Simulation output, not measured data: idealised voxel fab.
Title: Process Module voxel ribs on slabs
Cross-sectional view cut (width: 175 nm; square cell size: 5 nm).
Cross-section = grid of square cells, listed top down in bands; band = one or more rows.
Read a band's entry like this: the first values are the height of its top and the height of its bottom in nm, and what follows is the sequence of materials from left to right, each with its width in nm. Note that "empty" is empty space, and that a single material marked "full width" reaches across the band from edge to edge.
Basically, 0 is our baseline, since under it the wafer straight out of the box is all one material. The bottom band has no lower end and keeps on going down, so it looks like "0..down".
Quick explanation for "30 to 40": the width changes in equal steps down the rows of cells, from the first number in the band's top row to the second number in its bottom row.
No cell of the cross-section changed in a step that is given as "no change occurred".
Reported under the label "Sealed voids" are the empty spaces having no open way to the top and comprising 8 cells or more; the notation for each is width x height at distance, in which the distance is measured from the left edge and all three values are in nm.
Note: text after step settings on the step line = simulator remark on that step.
overlay nm: mask offset rightward from planned place, masked step; negative means leftward offset.
This section lists the process steps that were planned:
| 1 | RECEIVE [material Si] |
| 2 | DIRECTIONAL_DEP [material SiO2] [thk nm 30] |
| 3 | DIRECTIONAL_DEP [material SiN] [thk nm 20] |
| 4 | MASKED_ETCH [tone cover] [mask id RIB] [width nm 25] [etch materials SiN] [depth nm 5] [overlay nm 0] |
| 5 | PATTERN [tone cover] [mask id SLAB] [material resist] [width nm 85] [thk nm 15] [overlay nm 0] |
| 6 | DIRECTIONAL_ETCH [etch materials SiN] [depth nm 15] |
| 7 | STRIP [etch materials resist] |
| 8 | FILL_DEP [material SiO2] [thk nm 20] |
| 9 | CMP [height nm 60] |
| 10 | DIRECTIONAL_DEP [material W] [thk nm 5] |
| 11 | DIRECTIONAL_DEP [material aC] [thk nm 10] |
| 12 | PATTERN [tone cover] [mask id HEATER] [material resist] [width nm 35] [thk nm 30] [overlay nm 0] |
| 13 | DIRECTIONAL_ETCH [etch materials aC] [depth nm 10] |
| 14 | STRIP [etch materials resist] |
| 15 | DIRECTIONAL_ETCH [etch materials W] [depth nm 5] |
| 16 | STRIP [etch materials aC] |
| 17 | CONFORMAL_DEP [material SiN] [thk nm 5] |
Cross-section of the wafer as it came to us, i.e., already through step 1:
- 0..down  Si full width
- Sealed voids: none
Here's the cross-section of the first of our two wafers at the end of the module - it ran as planned:
- 70..65  empty 65 | SiN 45 | empty 65
- 65..60  SiN 70 | W 35 | SiN 70
- 60..50  SiO2 full width
- 50..45  SiO2 75 | SiN 25 | SiO2 75
- 45..30  SiO2 45 | SiN 85 | SiO2 45
- 30..0  SiO2 full width
- 0..down  Si full width
- Sealed voids: none
Cross-section at end of module for the second wafer of two, which matched the first in starting point and plan and differed by one mistake in its processing:
- 65..60  empty 70 | W 35 | empty 70
- 60..50  SiO2 full width
- 50..45  SiO2 75 | SiN 25 | SiO2 75
- 45..30  SiO2 45 | SiN 85 | SiO2 45
- 30..0  SiO2 full width
- 0..down  Si full width
- Sealed voids: none
Where did the run depart from the plan? step 17 of the plan never got run, it was skipped over
Once processing is complete, comparing cell counts shows that the second wafer has more or fewer of certain materials than the first: SiN: 37 fewer
